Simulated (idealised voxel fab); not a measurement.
This is a process module. Its name is voxel ribs on slabs.
Cross-section cut: width 140 nm, square cells of 5 nm.
Throughout this document, each cross-section is represented as a grid of square cells and is presented as a sequence of bands enumerated from the top downward, where a band comprises one or more rows of cells.
Heights first: top, then bottom, in nm. Then materials, left to right, each with a width in nm. "all across" on a single material: fills the band edge to edge. "air": empty space.
Heights from 0 (as-received wafer is one material below). Bottom band endless downward, as "top 0, no bottom".
So if you see something like "30->40" for the width, read it as the top row of the band sitting at the first number and the bottom row at the second, with every row in between moving by the same amount as the last.
Where a step carries "remained the same", the cross-section came out of it unchanged, cell for cell.
Enclosed voids (no open way to top), threshold 8 cells or more, entry "Trapped void list", notation width x height at distance, distance from left edge, nm.
Post-settings text on a step line: simulator's own remark regarding the step.
overlay nm, on a step with a mask: how far to the right of its planned place the mask lay; to the left if negative

-- Intended process steps
1. op RECEIVE | material Si
2. op DIRECTIONAL_DEP | material SiO2 | thk nm 30
3. op DIRECTIONAL_DEP | material polySi | thk nm 15
4. op MASKED_ETCH | tone cover | mask id RIB | width nm 30 | etch materials polySi | depth nm 5 | overlay nm 0
5. op PATTERN | tone cover | mask id SLAB | material resist | width nm 90 | thk nm 15 | overlay nm 0
6. op DIRECTIONAL_ETCH | etch materials polySi | depth nm 10
7. op STRIP | etch materials resist
8. op FILL_DEP | material SiO2 | thk nm 30
9. op CMP | height nm 65
10. op DIRECTIONAL_DEP | material W | thk nm 10
11. op PATTERN | tone cover | mask id HEATER | material resist | width nm 40 | thk nm 15 | overlay nm 0
12. op DIRECTIONAL_ETCH | etch materials W | depth nm 10
13. op STRIP | etch materials resist
14. op CONFORMAL_DEP | material SiO2 | thk nm 10

-- As received (post step 1): cross-section
> top 0, no bottom  Si all across
> Trapped void list: none

-- Wafer cross-section at module end: first of two, run to plan
> top 85, bottom 75  40 of air, 60 of SiO2, 40 of air
> top 75, bottom 65  50 of SiO2, 40 of W, 50 of SiO2
> top 65, bottom 45  SiO2 all across
> top 45, bottom 40  55 of SiO2, 30 of polySi, 55 of SiO2
> top 40, bottom 30  25 of SiO2, 90 of polySi, 25 of SiO2
> top 30, bottom 0  SiO2 all across
> top 0, no bottom  Si all across
> Trapped void list: none

-- Second wafer through the module, sectioned at the end: same beginning and same plan as the first wafer, with one mistake in carrying it out
> top 85, bottom 80  40 of air, 60 of SiO2, 40 of air
> top 80, bottom 75  SiO2 all across
> top 75, bottom 70  50 of SiO2, 40 of W, 50 of SiO2
> top 70, bottom 65  W all across
> top 65, bottom 45  SiO2 all across
> top 45, bottom 40  55 of SiO2, 30 of polySi, 55 of SiO2
> top 40, bottom 30  25 of SiO2, 90 of polySi, 25 of SiO2
> top 30, bottom 0  SiO2 all across
> top 0, no bottom  Si all across
> Trapped void list: none
Finding, execution versus plan: planned and actual differ for step 12; actual: op DIRECTIONAL_ETCH | etch materials W | depth nm 5
Final difference in cells, second wafer against first, listed per material as more or fewer: -4 SiO2 | +20 W
